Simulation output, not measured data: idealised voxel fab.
process module | voxel self aligned vias
cross-section cut | 190 nm wide | cells 5 nm
A cross-section is a grid of square cells, given in bands from the top down. A band is one or more rows of cells.
Each band's line starts with the height of the band's top and of its bottom, in nm. Then come its materials from left to right, each with its width in nm. One material with "throughout" fills the band from edge to edge. "air" is empty space.
Height 0 is the level under which the wafer as received is all one material. The lowest band goes on downwards, as in "0 down".
A width such as "30 to 40" changes by the same amount from each row of cells to the next, from the band's top row to its bottom row.
"no change" after a step means that no cell of the cross-section changed.
closed voids: empty space of 8 cells or more with no open way to the top, each as width x height at its distance from the left edge, in nm
after a step's settings: what the simulator itself notes on the step
overlay nm, on a step with a mask: how far to the right of its planned place the mask lay; to the left if negative
plan
1 op RECEIVE | material Si
2 op CONFORMAL_DEP | material SiO2 | thk nm 15
3 op CONFORMAL_DEP | material SiCN | thk nm 5
4 op DIRECTIONAL_DEP | material lowk | thk nm 25
5 op PATTERN | tone open | mask id LINES | material resist | width nm 30 | pitch nm 55 | thk nm 15 | overlay nm 0
6 op DIRECTIONAL_ETCH | etch materials lowk | depth nm 25
7 op STRIP | etch materials resist
8 op CONFORMAL_DEP | material TiN | thk nm 5
9 op FILL_DEP | material W | thk nm 10
10 op CMP | height nm 45
11 op SELECTIVE_ETCH | etch materials W Ru TiN | depth nm 5
12 op FILL_DEP | material SiN | thk nm 10
13 op CMP | height nm 45
14 op DIRECTIONAL_DEP | material lowk | thk nm 15
15 op MASKED_ETCH | tone open | mask id VIAS | width nm 40 | pitch nm 55 | etch materials lowk | depth nm 15 | overlay nm 0
16 op MASKED_ETCH | tone open | mask id VIAS | width nm 40 | pitch nm 55 | etch materials SiN | depth nm 5 | overlay nm 0
17 op CONFORMAL_DEP | material TiN | thk nm 5
18 op FILL_DEP | material Ru | thk nm 5
19 op CMP | height nm 60
20 op CONFORMAL_DEP | material SiCN | thk nm 5
first wafer, as planned
as received, after step 1
  0 down: Si throughout
  closed voids: none
after step 2
  15 to 0: SiO2 throughout
  below 0: unchanged
after step 3
  20 to 15: SiCN throughout
  below 15: unchanged
after step 4
  45 to 20: lowk throughout
  below 20: unchanged
after step 5
  60 to 45: resist 50 | air 30 | resist 25 | air 30 | resist 55
  below 45: unchanged
after step 6
  60 to 45: resist 50 | air 30 | resist 25 | air 30 | resist 55
  45 to 20: lowk 50 | air 30 | lowk 25 | air 30 | lowk 55
  below 20: unchanged
after step 7
  45 to 20: lowk 50 | air 30 | lowk 25 | air 30 | lowk 55
  below 20: unchanged
after step 8
  50 to 45: TiN 55 | air 20 | TiN 35 | air 20 | TiN 60
  45 to 25: lowk 50 | TiN 5 | air 20 | TiN 5 | lowk 25 | TiN 5 | air 20 | TiN 5 | lowk 55
  25 to 20: lowk 50 | TiN 30 | lowk 25 | TiN 30 | lowk 55
  below 20: unchanged
after step 9
  60 to 50: W throughout
  50 to 45: TiN 55 | W 20 | TiN 35 | W 20 | TiN 60
  45 to 25: lowk 50 | TiN 5 | W 20 | TiN 5 | lowk 25 | TiN 5 | W 20 | TiN 5 | lowk 55
  below 25: unchanged
after step 10
  45 to 25: lowk 50 | TiN 5 | W 20 | TiN 5 | lowk 25 | TiN 5 | W 20 | TiN 5 | lowk 55
  below 25: unchanged
after step 11
  45 to 40: lowk 50 | air 30 | lowk 25 | air 30 | lowk 55
  below 40: unchanged
after step 12
  55 to 45: SiN throughout
  45 to 40: lowk 50 | SiN 30 | lowk 25 | SiN 30 | lowk 55
  below 40: unchanged
after step 13
  45 to 40: lowk 50 | SiN 30 | lowk 25 | SiN 30 | lowk 55
  below 40: unchanged
after step 14
  60 to 45: lowk throughout
  below 45: unchanged
after step 15
  60 to 45: lowk 45 | air 40 | lowk 15 | air 40 | lowk 50
  below 45: unchanged
after step 16
  60 to 45: lowk 45 | air 40 | lowk 15 | air 40 | lowk 50
  45 to 40: lowk 50 | air 30 | lowk 25 | air 30 | lowk 55
  below 40: unchanged
after step 17
  65 to 60: TiN 50 | air 30 | TiN 25 | air 30 | TiN 55
  60 to 50: lowk 45 | TiN 5 | air 30 | TiN 5 | lowk 15 | TiN 5 | air 30 | TiN 5 | lowk 50
  50 to 45: lowk 45 | TiN 10 | air 20 | TiN 10 | lowk 15 | TiN 10 | air 20 | TiN 10 | lowk 50
  45 to 40: lowk 50 | TiN 30 | lowk 25 | TiN 30 | lowk 55
  below 40: unchanged
after step 18
  70 to 65: Ru throughout
  65 to 60: TiN 50 | Ru 30 | TiN 25 | Ru 30 | TiN 55
  60 to 50: lowk 45 | TiN 5 | Ru 30 | TiN 5 | lowk 15 | TiN 5 | Ru 30 | TiN 5 | lowk 50
  50 to 45: lowk 45 | TiN 10 | Ru 20 | TiN 10 | lowk 15 | TiN 10 | Ru 20 | TiN 10 | lowk 50
  below 45: unchanged
after step 19
  60 to 50: lowk 45 | TiN 5 | Ru 30 | TiN 5 | lowk 15 | TiN 5 | Ru 30 | TiN 5 | lowk 50
  below 50: unchanged
after step 20
  65 to 60: SiCN throughout
  below 60: unchanged
second wafer: like start, like plan, one mistake. Through step 4 it matches the first wafer
when step 5 should have ended
  60 to 45: air 50 | resist 30 | air 25 | resist 30 | air 55
  below 45: unchanged
when step 6 should have ended
  60 to 45: air 50 | resist 30 | air 25 | resist 30 | air 55
  45 to 20: air 50 | lowk 30 | air 25 | lowk 30 | air 55
  below 20: unchanged
when step 7 should have ended
  45 to 20: air 50 | lowk 30 | air 25 | lowk 30 | air 55
  below 20: unchanged
when step 8 should have ended
  50 to 45: air 45 | TiN 40 | air 15 | TiN 40 | air 50
  45 to 25: air 45 | TiN 5 | lowk 30 | TiN 5 | air 15 | TiN 5 | lowk 30 | TiN 5 | air 50
  25 to 20: TiN 50 | lowk 30 | TiN 25 | lowk 30 | TiN 55
  below 20: unchanged
when step 9 should have ended
  60 to 50: W throughout
  50 to 45: W 45 | TiN 40 | W 15 | TiN 40 | W 50
  45 to 25: W 45 | TiN 5 | lowk 30 | TiN 5 | W 15 | TiN 5 | lowk 30 | TiN 5 | W 50
  below 25: unchanged
when step 10 should have ended
  45 to 25: W 45 | TiN 5 | lowk 30 | TiN 5 | W 15 | TiN 5 | lowk 30 | TiN 5 | W 50
  below 25: unchanged
when step 11 should have ended
  45 to 40: air 50 | lowk 30 | air 25 | lowk 30 | air 55
  below 40: unchanged
when step 12 should have ended
  55 to 45: SiN throughout
  45 to 40: SiN 50 | lowk 30 | SiN 25 | lowk 30 | SiN 55
  below 40: unchanged
when step 13 should have ended
  45 to 40: SiN 50 | lowk 30 | SiN 25 | lowk 30 | SiN 55
  below 40: unchanged
when step 14 should have ended
  60 to 45: lowk throughout
  below 45: unchanged
when step 15 should have ended
  60 to 45: lowk 45 | air 40 | lowk 15 | air 40 | lowk 50
  below 45: unchanged
when step 16 should have ended
  60 to 45: lowk 45 | air 40 | lowk 15 | air 40 | lowk 50
  45 to 40: SiN 45 | air 5 | lowk 30 | air 5 | SiN 15 | air 5 | lowk 30 | air 5 | SiN 50
  below 40: unchanged
when step 17 should have ended
  65 to 60: TiN 50 | air 30 | TiN 25 | air 30 | TiN 55
  60 to 50: lowk 45 | TiN 5 | air 30 | TiN 5 | lowk 15 | TiN 5 | air 30 | TiN 5 | lowk 50
  50 to 45: lowk 45 | TiN 40 | lowk 15 | TiN 40 | lowk 50
  45 to 40: SiN 45 | TiN 5 | lowk 30 | TiN 5 | SiN 15 | TiN 5 | lowk 30 | TiN 5 | SiN 50
  below 40: unchanged
when step 18 should have ended
  70 to 65: Ru throughout
  65 to 60: TiN 50 | Ru 30 | TiN 25 | Ru 30 | TiN 55
  60 to 50: lowk 45 | TiN 5 | Ru 30 | TiN 5 | lowk 15 | TiN 5 | Ru 30 | TiN 5 | lowk 50
  below 50: unchanged
when step 19 should have ended
  60 to 50: lowk 45 | TiN 5 | Ru 30 | TiN 5 | lowk 15 | TiN 5 | Ru 30 | TiN 5 | lowk 50
  below 50: unchanged
when step 20 should have ended
  65 to 60: SiCN throughout
  below 60: unchanged
what went wrong: step 5 ran as: op PATTERN | tone cover | mask id LINES | material resist | width nm 30 | pitch nm 55 | thk nm 15 | overlay nm 0
at the end the second wafer has, in cells: 8 fewer of Ru | 22 more of SiN | 14 more of TiN | 42 more of W | 70 fewer of lowk
